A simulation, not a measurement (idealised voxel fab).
process module | voxel self aligned contacts
cross-section cut | 250 nm wide | cells 5 nm
A cross-section is a grid of square cells, given in bands from the top down. A band is one or more rows of cells.
Each band's line starts with the height of the band's top and of its bottom, in nm. Then come its materials from left to right, each with its width in nm. One material with "throughout" fills the band from edge to edge. "air" is empty space.
Height 0 is the level under which the wafer as received is all one material. The lowest band goes on downwards, as in "0 down".
A width such as "30 to 40" changes by the same amount from each row of cells to the next, from the band's top row to its bottom row.
"no change" after a step means that no cell of the cross-section changed.
closed voids: empty space of 8 cells or more with no open way to the top, each as width x height at its distance from the left edge, in nm
after a step's settings: what the simulator itself notes on the step
overlay nm, on a step with a mask: how far to the right of its planned place the mask lay; to the left if negative
plan
1 op RECEIVE | material Si
2 op CONFORMAL_DEP | material SiO2 | thk nm 5
3 op DIRECTIONAL_DEP | material polySi | thk nm 25
4 op DIRECTIONAL_DEP | material SiN | thk nm 20
5 op DIRECTIONAL_DEP | material aC | thk nm 10
6 op PATTERN | tone cover | mask id GATE | material resist | width nm 35 | pitch nm 70 | thk nm 30 | overlay nm 0
7 op DIRECTIONAL_ETCH | etch materials aC | depth nm 10
8 op STRIP | etch materials resist
9 op DIRECTIONAL_ETCH | etch materials SiN | depth nm 20
10 op DIRECTIONAL_ETCH | etch materials polySi | depth nm 25
11 op STRIP | etch materials aC
12 op CONFORMAL_DEP | material SiN | thk nm 5
13 op DIRECTIONAL_ETCH | etch materials SiN | depth nm 5
14 op FILL_DEP | material SiO2 | thk nm 15
15 op CMP | height nm 60
16 op DIRECTIONAL_DEP | material aC | thk nm 10
17 op PATTERN | tone open | mask id CONTACT | material resist | width nm 55 | pitch nm 70 | thk nm 25 | overlay nm 0
18 op DIRECTIONAL_ETCH | etch materials aC | depth nm 10
19 op STRIP | etch materials resist
20 op DIRECTIONAL_ETCH | etch materials SiO2 | depth nm 60
21 op STRIP | etch materials aC
22 op CONFORMAL_DEP | material TiN | thk nm 5
23 op FILL_DEP | material Ru | thk nm 10
24 op CMP | height nm 60
25 op CONFORMAL_DEP | material SiN | thk nm 5
first wafer, as planned
as received, after step 1
  0 down: Si throughout
  closed voids: none
after step 2
  5 to 0: SiO2 throughout
  below 0: unchanged
after step 3
  30 to 5: polySi throughout
  below 5: unchanged
after step 4
  50 to 30: SiN throughout
  below 30: unchanged
after step 5
  60 to 50: aC throughout
  below 50: unchanged
after step 6
  90 to 60: air 35 | resist 35 | air 35 | resist 35 | air 35 | resist 35 | air 40
  below 60: unchanged
after step 7
  80 to 60: air 35 | resist 35 | air 35 | resist 35 | air 35 | resist 35 | air 40
  60 to 50: air 35 | aC 35 | air 35 | aC 35 | air 35 | aC 35 | air 40
  below 50: unchanged
after step 8
  60 to 50: air 35 | aC 35 | air 35 | aC 35 | air 35 | aC 35 | air 40
  below 50: unchanged
after step 9
  60 to 50: air 35 | aC 35 | air 35 | aC 35 | air 35 | aC 35 | air 40
  50 to 30: air 35 | SiN 35 | air 35 | SiN 35 | air 35 | SiN 35 | air 40
  below 30: unchanged
after step 10
  60 to 50: air 35 | aC 35 | air 35 | aC 35 | air 35 | aC 35 | air 40
  50 to 30: air 35 | SiN 35 | air 35 | SiN 35 | air 35 | SiN 35 | air 40
  30 to 5: air 35 | polySi 35 | air 35 | polySi 35 | air 35 | polySi 35 | air 40
  below 5: unchanged
after step 11
  50 to 30: air 35 | SiN 35 | air 35 | SiN 35 | air 35 | SiN 35 | air 40
  below 30: unchanged
after step 12
  55 to 30: air 30 | SiN 45 | air 25 | SiN 45 | air 25 | SiN 45 | air 35
  30 to 10: air 30 | SiN 5 | polySi 35 | SiN 5 | air 25 | SiN 5 | polySi 35 | SiN 5 | air 25 | SiN 5 | polySi 35 | SiN 5 | air 35
  10 to 5: SiN 35 | polySi 35 | SiN 35 | polySi 35 | SiN 35 | polySi 35 | SiN 40
  below 5: unchanged
after step 13
  50 to 30: air 30 | SiN 45 | air 25 | SiN 45 | air 25 | SiN 45 | air 35
  30 to 5: air 30 | SiN 5 | polySi 35 | SiN 5 | air 25 | SiN 5 | polySi 35 | SiN 5 | air 25 | SiN 5 | polySi 35 | SiN 5 | air 35
  below 5: unchanged
after step 14
  65 to 50: SiO2 throughout
  50 to 30: SiO2 30 | SiN 45 | SiO2 25 | SiN 45 | SiO2 25 | SiN 45 | SiO2 35
  30 to 5: SiO2 30 | SiN 5 | polySi 35 | SiN 5 | SiO2 25 | SiN 5 | polySi 35 | SiN 5 | SiO2 25 | SiN 5 | polySi 35 | SiN 5 | SiO2 35
  below 5: unchanged
after step 15
  60 to 50: SiO2 throughout
  below 50: unchanged
after step 16
  70 to 60: aC throughout
  below 60: unchanged
after step 17
  95 to 70: resist 60 | air 55 | resist 15 | air 55 | resist 65
  below 70: unchanged
after step 18
  85 to 70: resist 60 | air 55 | resist 15 | air 55 | resist 65
  70 to 60: aC 60 | air 55 | aC 15 | air 55 | aC 65
  below 60: unchanged
after step 19
  70 to 60: aC 60 | air 55 | aC 15 | air 55 | aC 65
  below 60: unchanged
after step 20
  70 to 60: aC 60 | air 55 | aC 15 | air 55 | aC 65
  60 to 50: SiO2 60 | air 55 | SiO2 15 | air 55 | SiO2 65
  50 to 30: SiO2 30 | SiN 45 | air 25 | SiN 45 | air 25 | SiN 45 | SiO2 35
  30 to 5: SiO2 30 | SiN 5 | polySi 35 | SiN 5 | air 25 | SiN 5 | polySi 35 | SiN 5 | air 25 | SiN 5 | polySi 35 | SiN 5 | SiO2 35
  5 to 0: SiO2 75 | air 25 | SiO2 45 | air 25 | SiO2 80
  below 0: unchanged
after step 21
  60 to 50: SiO2 60 | air 55 | SiO2 15 | air 55 | SiO2 65
  below 50: unchanged
after step 22
  65 to 60: TiN 65 | air 45 | TiN 25 | air 45 | TiN 70
  60 to 50: SiO2 60 | TiN 5 to 20 | air 45 to 15 | TiN 5 to 20 | SiO2 15 | TiN 5 to 20 | air 45 to 15 | TiN 5 to 20 | SiO2 65
  50 to 30: SiO2 30 | SiN 45 | TiN 5 | air 15 | TiN 5 | SiN 45 | TiN 5 | air 15 | TiN 5 | SiN 45 | SiO2 35
  30 to 5: SiO2 30 | SiN 5 | polySi 35 | SiN 5 | TiN 5 | air 15 | TiN 5 | SiN 5 | polySi 35 | SiN 5 | TiN 5 | air 15 | TiN 5 | SiN 5 | polySi 35 | SiN 5 | SiO2 35
  5 to 0: SiO2 75 | TiN 25 | SiO2 45 | TiN 25 | SiO2 80
  below 0: unchanged
after step 23
  75 to 65: Ru throughout
  65 to 60: TiN 65 | Ru 45 | TiN 25 | Ru 45 | TiN 70
  60 to 50: SiO2 60 | TiN 5 to 20 | Ru 45 to 15 | TiN 5 to 20 | SiO2 15 | TiN 5 to 20 | Ru 45 to 15 | TiN 5 to 20 | SiO2 65
  50 to 30: SiO2 30 | SiN 45 | TiN 5 | Ru 15 | TiN 5 | SiN 45 | TiN 5 | Ru 15 | TiN 5 | SiN 45 | SiO2 35
  30 to 5: SiO2 30 | SiN 5 | polySi 35 | SiN 5 | TiN 5 | Ru 15 | TiN 5 | SiN 5 | polySi 35 | SiN 5 | TiN 5 | Ru 15 | TiN 5 | SiN 5 | polySi 35 | SiN 5 | SiO2 35
  below 5: unchanged
after step 24
  60 to 50: SiO2 60 | TiN 5 to 20 | Ru 45 to 15 | TiN 5 to 20 | SiO2 15 | TiN 5 to 20 | Ru 45 to 15 | TiN 5 to 20 | SiO2 65
  below 50: unchanged
after step 25
  65 to 60: SiN throughout
  below 60: unchanged
second wafer: like start, like plan, one mistake. Through step 11 it matches the first wafer
when step 12 should have ended
  45 to 30: air 35 | SiN 35 | air 35 | SiN 35 | air 35 | SiN 35 | air 40
  below 30: unchanged
when step 13 should have ended
  50 to 30: air 30 | SiN 45 | air 25 | SiN 45 | air 25 | SiN 45 | air 35
  30 to 10: air 30 | SiN 5 | polySi 35 | SiN 5 | air 25 | SiN 5 | polySi 35 | SiN 5 | air 25 | SiN 5 | polySi 35 | SiN 5 | air 35
  10 to 5: SiN 35 | polySi 35 | SiN 35 | polySi 35 | SiN 35 | polySi 35 | SiN 40
  below 5: unchanged
when step 14 should have ended
  65 to 50: SiO2 throughout
  50 to 30: SiO2 30 | SiN 45 | SiO2 25 | SiN 45 | SiO2 25 | SiN 45 | SiO2 35
  30 to 10: SiO2 30 | SiN 5 | polySi 35 | SiN 5 | SiO2 25 | SiN 5 | polySi 35 | SiN 5 | SiO2 25 | SiN 5 | polySi 35 | SiN 5 | SiO2 35
  below 10: unchanged
when step 15 should have ended
  60 to 50: SiO2 throughout
  below 50: unchanged
when step 16 should have ended
  70 to 60: aC throughout
  below 60: unchanged
when step 17 should have ended
  95 to 70: resist 60 | air 55 | resist 15 | air 55 | resist 65
  below 70: unchanged
when step 18 should have ended
  85 to 70: resist 60 | air 55 | resist 15 | air 55 | resist 65
  70 to 60: aC 60 | air 55 | aC 15 | air 55 | aC 65
  below 60: unchanged
when step 19 should have ended
  70 to 60: aC 60 | air 55 | aC 15 | air 55 | aC 65
  below 60: unchanged
when step 20 should have ended
  70 to 60: aC 60 | air 55 | aC 15 | air 55 | aC 65
  60 to 50: SiO2 60 | air 55 | SiO2 15 | air 55 | SiO2 65
  50 to 30: SiO2 30 | SiN 45 | air 25 | SiN 45 | air 25 | SiN 45 | SiO2 35
  30 to 10: SiO2 30 | SiN 5 | polySi 35 | SiN 5 | air 25 | SiN 5 | polySi 35 | SiN 5 | air 25 | SiN 5 | polySi 35 | SiN 5 | SiO2 35
  below 10: unchanged
when step 21 should have ended
  60 to 50: SiO2 60 | air 55 | SiO2 15 | air 55 | SiO2 65
  below 50: unchanged
when step 22 should have ended
  65 to 60: TiN 65 | air 45 | TiN 25 | air 45 | TiN 70
  60 to 50: SiO2 60 | TiN 5 to 20 | air 45 to 15 | TiN 5 to 20 | SiO2 15 | TiN 5 to 20 | air 45 to 15 | TiN 5 to 20 | SiO2 65
  50 to 30: SiO2 30 | SiN 45 | TiN 5 | air 15 | TiN 5 | SiN 45 | TiN 5 | air 15 | TiN 5 | SiN 45 | SiO2 35
  30 to 15: SiO2 30 | SiN 5 | polySi 35 | SiN 5 | TiN 5 | air 15 | TiN 5 | SiN 5 | polySi 35 | SiN 5 | TiN 5 | air 15 | TiN 5 | SiN 5 | polySi 35 | SiN 5 | SiO2 35
  15 to 10: SiO2 30 | SiN 5 | polySi 35 | SiN 5 | TiN 25 | SiN 5 | polySi 35 | SiN 5 | TiN 25 | SiN 5 | polySi 35 | SiN 5 | SiO2 35
  below 10: unchanged
when step 23 should have ended
  75 to 65: Ru throughout
  65 to 60: TiN 65 | Ru 45 | TiN 25 | Ru 45 | TiN 70
  60 to 50: SiO2 60 | TiN 5 to 20 | Ru 45 to 15 | TiN 5 to 20 | SiO2 15 | TiN 5 to 20 | Ru 45 to 15 | TiN 5 to 20 | SiO2 65
  50 to 30: SiO2 30 | SiN 45 | TiN 5 | Ru 15 | TiN 5 | SiN 45 | TiN 5 | Ru 15 | TiN 5 | SiN 45 | SiO2 35
  30 to 15: SiO2 30 | SiN 5 | polySi 35 | SiN 5 | TiN 5 | Ru 15 | TiN 5 | SiN 5 | polySi 35 | SiN 5 | TiN 5 | Ru 15 | TiN 5 | SiN 5 | polySi 35 | SiN 5 | SiO2 35
  below 15: unchanged
when step 24 should have ended
  60 to 50: SiO2 60 | TiN 5 to 20 | Ru 45 to 15 | TiN 5 to 20 | SiO2 15 | TiN 5 to 20 | Ru 45 to 15 | TiN 5 to 20 | SiO2 65
  below 50: unchanged
when step 25 should have ended
  65 to 60: SiN throughout
  below 60: unchanged
what went wrong: steps 12 and 13 were swapped
at the end the second wafer has, in cells: 12 fewer of Ru | 23 more of SiN | 3 fewer of SiO2 | 8 fewer of TiN
